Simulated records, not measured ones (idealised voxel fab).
Documented hereafter: the process module known as voxel capacitor over wiring.
Cross-section cut: width 175 nm, square cells of 5 nm.
A cross-section in this document is a grid of square cells, and it is written down as bands, the top band listed before the ones below it; a band is made up of one or more rows of cells. Per band: top height and bottom height in nm, followed by the left-to-right materials and their widths in nm; "edge to edge" marks a single material spanning edge to edge, "air" marks empty space. Ref level 0: as-received wafer is one material below here. Bottom band extends down with no lower bound ("0 -> down"). Width: "30 to 40" (first number = top row, second number = bottom row, same change from row to row of cells). Where the words "left unchanged" appear for a step, the cross-section shows no cell changed by that step; every cell remained as before. For the entry "Unvented internal voids", the listed items are empty spaces with no open way to the top whose size is 8 cells or more; each item follows the pattern width x height at distance, where distance is from the left edge and all three are in nm. On a step's line, text after the settings is the simulator commenting on that step. You can add "overlay nm" to a step's line. For a step with a mask, it describes how far the mask lay to the right of its planned position, and a negative number describes a lay to the left.
List of planned process steps:
1. RECEIVE, material Si
2. CONFORMAL_DEP, material SiO2, thk nm 15
3. DIRECTIONAL_DEP, material TiN, thk nm 5
4. DIRECTIONAL_DEP, material Ru, thk nm 20
5. PATTERN, tone cover, mask id METAL_1, material resist, width nm 20, pitch nm 70, thk nm 15, overlay nm 0
6. DIRECTIONAL_ETCH, etch materials Ru, depth nm 20
7. DIRECTIONAL_ETCH, etch materials TiN, depth nm 5
8. STRIP, etch materials resist
9. FILL_DEP, material lowk, thk nm 10
10. CMP, height nm 40
11. CONFORMAL_DEP, material SiCN, thk nm 5
12. DIRECTIONAL_DEP, material SiO2, thk nm 20
13. PATTERN, tone open, mask id PLUG_1, material resist, width nm 15, thk nm 20, overlay nm 0
14. DIRECTIONAL_ETCH, etch materials SiO2, depth nm 20
15. DIRECTIONAL_ETCH, etch materials SiCN, depth nm 5
16. STRIP, etch materials resist
17. CONFORMAL_DEP, material TiN, thk nm 5
18. FILL_DEP, material Ru, thk nm 10
19. CMP, height nm 65
20. DIRECTIONAL_DEP, material TiN, thk nm 5
21. DIRECTIONAL_DEP, material SiN, thk nm 5
22. DIRECTIONAL_DEP, material TiN, thk nm 5
23. PATTERN, tone cover, mask id UPPER_PLATE, material resist, width nm 55, thk nm 20, overlay nm 0
24. DIRECTIONAL_ETCH, etch materials TiN, depth nm 5
25. DIRECTIONAL_ETCH, etch materials SiN, depth nm 5
26. STRIP, etch materials resist
27. MASKED_ETCH, tone cover, mask id LOWER_PLATE, width nm 55, etch materials TiN, depth nm 5, overlay nm 0
28. FILL_DEP, material SiO2, thk nm 15
29. CMP, height nm 90
30. DIRECTIONAL_DEP, material aC, thk nm 10
31. PATTERN, tone open, mask id PLUG_2, material resist, width nm 15, thk nm 25, overlay nm 0
32. DIRECTIONAL_ETCH, etch materials aC, depth nm 10
33. STRIP, etch materials resist
34. DIRECTIONAL_ETCH, etch materials SiO2, depth nm 10
35. STRIP, etch materials aC
36. CONFORMAL_DEP, material TiN, thk nm 5
37. FILL_DEP, material W, thk nm 5
38. CMP, height nm 90
39. CONFORMAL_DEP, material SiCN, thk nm 5
The wafers are alike at the start. At step 27, their width nm differs. The plan lists the first wafer's value.
Cross-section: the first of several wafers in its as-received state, i.e. following step 1:
* 0 -> down  Si edge to edge
* Unvented internal voids: none
Basically each wafer gets a line in the table, showing it at the end of the module: material by material, the cells it gained (+) or lost (-) since we got it, then its closed voids:
width nm 55; +36 Ru; +67 SiCN; +11 SiN; +369 SiO2; +46 TiN; +1 W; +135 lowk; Unvented internal voids: none
width nm 60; +36 Ru; +67 SiCN; +11 SiN; +368 SiO2; +47 TiN; +1 W; +135 lowk; Unvented internal voids: none
width nm 65; +36 Ru; +67 SiCN; +11 SiN; +367 SiO2; +48 TiN; +1 W; +135 lowk; Unvented internal voids: none
width nm 70; +36 Ru; +67 SiCN; +11 SiN; +366 SiO2; +49 TiN; +1 W; +135 lowk; Unvented internal voids: none
width nm 75; +36 Ru; +67 SiCN; +11 SiN; +365 SiO2; +50 TiN; +1 W; +135 lowk; Unvented internal voids: none
width nm 80; +36 Ru; +67 SiCN; +11 SiN; +364 SiO2; +51 TiN; +1 W; +135 lowk; Unvented internal voids: none
